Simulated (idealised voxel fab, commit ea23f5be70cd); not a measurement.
process module | voxel gate over fins
Xsec cut, 145 nm wide, square cell size 5 nm.
If you're reading a cross-section in this doc, picture square cells in a grid; it comes to you as bands, top ones listed first down to the bottom, and a band can be one or more rows of cells.
Heights first: top, then bottom, in nm. Then materials, left to right, each with a width in nm. "full width" on a single material: fills the band edge to edge. "blank": empty space.
Note: height 0 marks the level under which the wafer is uniformly one material as received. Lowest band unbounded below, written "0 and below".
A width given as "30..40" starts at the first number in the band's top row and ends at the second number in its bottom row, shifting by an equal amount at every step from row to row.
When a step is marked "no change", none of the cells in the cross-section changed during that step.
"Unvented cavities": sealed empty spaces, 8 cells or more, no open way to top, listed width x height at distance, with distance from the left edge and width, height and distance in nm.
Anything after a step's settings on that line? It's the simulator's own note about the step.
The "overlay nm" setting may appear on a step's line; for a step that uses a mask, it gives how far to the right of its planned position the mask lay, and a negative value indicates the left.
### So here's the lineup of process steps we planned
1) RECEIVE | material Si
2) CONFORMAL_DEP | material SiN | thk nm 5
3) PATTERN | tone cover | mask id FINS | material resist | width nm 15 | pitch nm 50 | thk nm 15 | overlay nm 0
4) DIRECTIONAL_ETCH | etch materials SiN | depth nm 5
5) DIRECTIONAL_ETCH | etch materials Si | depth nm 40
6) STRIP | etch materials resist
7) FILL_DEP | material SiO2 | thk nm 15
8) CMP | height nm 5
9) PATTERN | tone open | mask id RAIL | material resist | width nm 15 | thk nm 15 | overlay nm 0
10) DIRECTIONAL_ETCH | etch materials SiO2 | depth nm 40
11) STRIP | etch materials resist
12) CONFORMAL_DEP | material TiN | thk nm 5
13) FILL_DEP | material Ru | thk nm 5
14) CMP | height nm 5
15) SELECTIVE_ETCH | etch materials W Ru TiN | depth nm 20
16) FILL_DEP | material SiO2 | thk nm 5
17) CMP | height nm 5
18) SELECTIVE_ETCH | etch materials SiO2 | depth nm 15
19) STRIP | etch materials SiN
20) CONFORMAL_DEP | material HfO2 | thk nm 5
21) CONFORMAL_DEP | material TiN | thk nm 5
22) CONFORMAL_DEP | material TiAl | thk nm 5
23) CONFORMAL_DEP | material TiN | thk nm 5
24) FILL_DEP | material W | thk nm 15
25) CMP | height nm 30
26) CONFORMAL_DEP | material SiN | thk nm 10
### Cross-section of the wafer at receipt, which is the condition after step 1
0 and below = Si full width
Unvented cavities: none
### first wafer at the end, as planned
40 down to 30 = SiN full width
30 down to 20 = W full width
20 down to 15 = TiN full width
15 down to 10 = TiAl: 45, TiN: 5, TiAl: 45, TiN: 5, TiAl: 45
10 down to 5 = TiAl: 5, TiN: 35, TiAl: 5, TiN: 5, TiAl: 5, TiN: 35, TiAl: 5, TiN: 5, TiAl: 5, TiN: 35, TiAl: 5
5 down to 0 = TiAl: 5, TiN: 5, HfO2: 25, TiN: 5, TiAl: 15, TiN: 5, HfO2: 25, TiN: 5, TiAl: 15, TiN: 5, HfO2: 25, TiN: 5, TiAl: 5
0 down to -5 = TiN: 10, HfO2: 5, Si: 15, HfO2: 5, TiN: 25, HfO2: 5, Si: 15, HfO2: 5, TiN: 25, HfO2: 5, Si: 15, HfO2: 5, TiN: 10
-5 down to -10 = HfO2: 15, Si: 15, HfO2: 35, Si: 15, HfO2: 35, Si: 15, HfO2: 15
-10 down to -15 = SiO2: 15, Si: 15, SiO2: 35, Si: 15, SiO2: 35, Si: 15, SiO2: 15
-15 down to -30 = SiO2: 15, Si: 15, SiO2: 10, TiN: 5, Ru: 5, TiN: 5, SiO2: 10, Si: 15, SiO2: 35, Si: 15, SiO2: 15
-30 down to -35 = SiO2: 15, Si: 15, SiO2: 10, TiN: 15, SiO2: 10, Si: 15, SiO2: 35, Si: 15, SiO2: 15
-35 down to -40 = SiO2: 15, Si: 15, SiO2: 35, Si: 15, SiO2: 35, Si: 15, SiO2: 15
-40 and below = Si full width
Unvented cavities: none
### Cross-section at end of module for the second wafer of two, which matched the first in starting point and plan and differed by one mistake in its processing
40 down to 30 = SiN full width
30 down to 20 = W full width
20 down to 15 = TiN full width
15 down to 10 = TiAl full width
10 down to 5 = TiN full width
5 down to 0 = HfO2: 20, TiN: 5, HfO2: 45, TiN: 5, HfO2: 45, TiN: 5, HfO2: 20
0 down to -5 = Si: 15, HfO2: 5, TiN: 5, HfO2: 5, Si: 35, HfO2: 5, TiN: 5, HfO2: 5, Si: 35, HfO2: 5, TiN: 5, HfO2: 5, Si: 15
-5 down to -10 = Si: 15, HfO2: 15, Si: 35, HfO2: 15, Si: 35, HfO2: 15, Si: 15
-10 down to -40 = Si: 15, SiO2: 15, Si: 35, SiO2: 15, Si: 35, SiO2: 15, Si: 15
-40 and below = Si full width
Unvented cavities: none
Misprocessing identified: step 3 was processed under conditions differing from the plan, specifically as PATTERN | tone open | mask id FINS | material resist | width nm 15 | pitch nm 50 | thk nm 15 | overlay nm 0
Bottom line after processing is that, in cells, the second wafer is up or down on some materials versus the first: Ru: 3 fewer; Si: 88 more; SiO2: 54 fewer; TiAl: 12 fewer; TiN: 19 fewer
